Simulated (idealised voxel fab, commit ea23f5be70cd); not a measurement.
The document below concerns the process module designated voxel plated lines.
Square cells of 5 nm make up the cross-section cut, whose width is 300 nm.
Think of the cross-section as a grid of square cells. We describe it in bands, top to bottom, and each band covers one or more rows of those cells. Quick guide to a band line: top height, bottom height (nm) up front; then every material left to right with its width in nm. Only one material and it's marked "edge to edge"? Then it fills the band edge to edge. And "empty" just means empty space. We count height from 0. Below that, the starting wafer is all one material. The lowest band never ends at the bottom but goes on down; see "top 0, no bottom" for how that is written. It should be noted that a width expressed as "30..40" varies in equal increments from row to row of cells within the band, taking the value of the first number at the top row and that of the second number at the bottom row. "changes: none", as given for a step, is the statement that not any cell of the cross-section underwent a change during that step. Basically, "Listed closed voids" tells you about the enclosed voids: empty spaces with no open way to the top, 8 cells or bigger, each written width x height at distance, where distance is from the left edge, all in nm. What comes after the settings on a step's line is commentary from the simulator itself on that step. overlay nm: step with mask; distance mask lay right of planned place; negative value = left of planned place.

PROCESS STEPS FORESEEN IN THE PLAN
1: RECEIVE | material Si
2: CONFORMAL_DEP | material Al2O3 | thk nm 10
3: DIRECTIONAL_DEP | material TiN | thk nm 5
4: PATTERN | tone open | mask id LINES | material resist | width nm 15 | pitch nm 45 | thk nm 35 | overlay nm 0
5: EPI | material Ru | thk nm 10
6: EPI | material Ru | thk nm 10
7: EPI | material Ru | thk nm 10
8: STRIP | etch materials resist
9: DIRECTIONAL_ETCH | etch materials TiN | depth nm 5
10: CONFORMAL_DEP | material SiN | thk nm 5

WAFER AT RECEIPT (POST STEP 1), CROSS-SECTION
- top 0, no bottom | Si edge to edge
- Listed closed voids: none

FIRST WAFER OF TWO, SECTIONED AT END OF MODULE; RUN WENT PER PLAN
- top 50, bottom 45 | 90 of empty / 25 of SiN / 20 of empty / 25 of SiN / 20 of empty / 25 of SiN / 95 of empty
- top 45, bottom 15 | 90 of empty / 5 of SiN / 15 of Ru / 5 of SiN / 20 of empty / 5 of SiN / 15 of Ru / 5 of SiN / 20 of empty / 5 of SiN / 15 of Ru / 5 of SiN / 95 of empty
- top 15, bottom 10 | 95 of SiN / 15 of TiN / 30 of SiN / 15 of TiN / 30 of SiN / 15 of TiN / 100 of SiN
- top 10, bottom 0 | Al2O3 edge to edge
- top 0, no bottom | Si edge to edge
- Listed closed voids: none

CROSS-SECTIONAL VIEW: SECOND OF TWO WAFERS, END OF MODULE; START AND PLAN IDENTICAL TO THE FIRST, ONE MISTAKE IN RUNNING
- top 60, bottom 55 | 85 of empty / 35 of SiN / 10 of empty / 35 of SiN / 10 of empty / 35 of SiN / 90 of empty
- top 55, bottom 45 | 85 of empty / 5..10 of SiN / 25..15 of Ru / 5..10 of SiN / 10 of empty / 5..10 of SiN / 25..15 of Ru / 5..10 of SiN / 10 of empty / 5..10 of SiN / 25..15 of Ru / 5..10 of SiN / 90 of empty
- top 45, bottom 20 | 90 of empty / 5 of SiN / 15 of Ru / 5 of SiN / 20 of empty / 5 of SiN / 15 of Ru / 5 of SiN / 20 of empty / 5 of SiN / 15 of Ru / 5 of SiN / 95 of empty
- top 20, bottom 15 | 85 of empty / 10 of SiN / 15 of Ru / 10 of SiN / 10 of empty / 10 of SiN / 15 of Ru / 10 of SiN / 10 of empty / 10 of SiN / 15 of Ru / 10 of SiN / 90 of empty
- top 15, bottom 10 | 90 of SiN / 25 of TiN / 20 of SiN / 25 of TiN / 20 of SiN / 25 of TiN / 95 of SiN
- top 10, bottom 0 | Al2O3 edge to edge
- top 0, no bottom | Si edge to edge
- Listed closed voids: none
Against the plan, the run slipped here: one of the like steps 5, 6 and 7 was run twice, and which one is unknowable
Cell-count delta at end, second wafer over first, by material: Ru +24; SiN +24; TiN +6
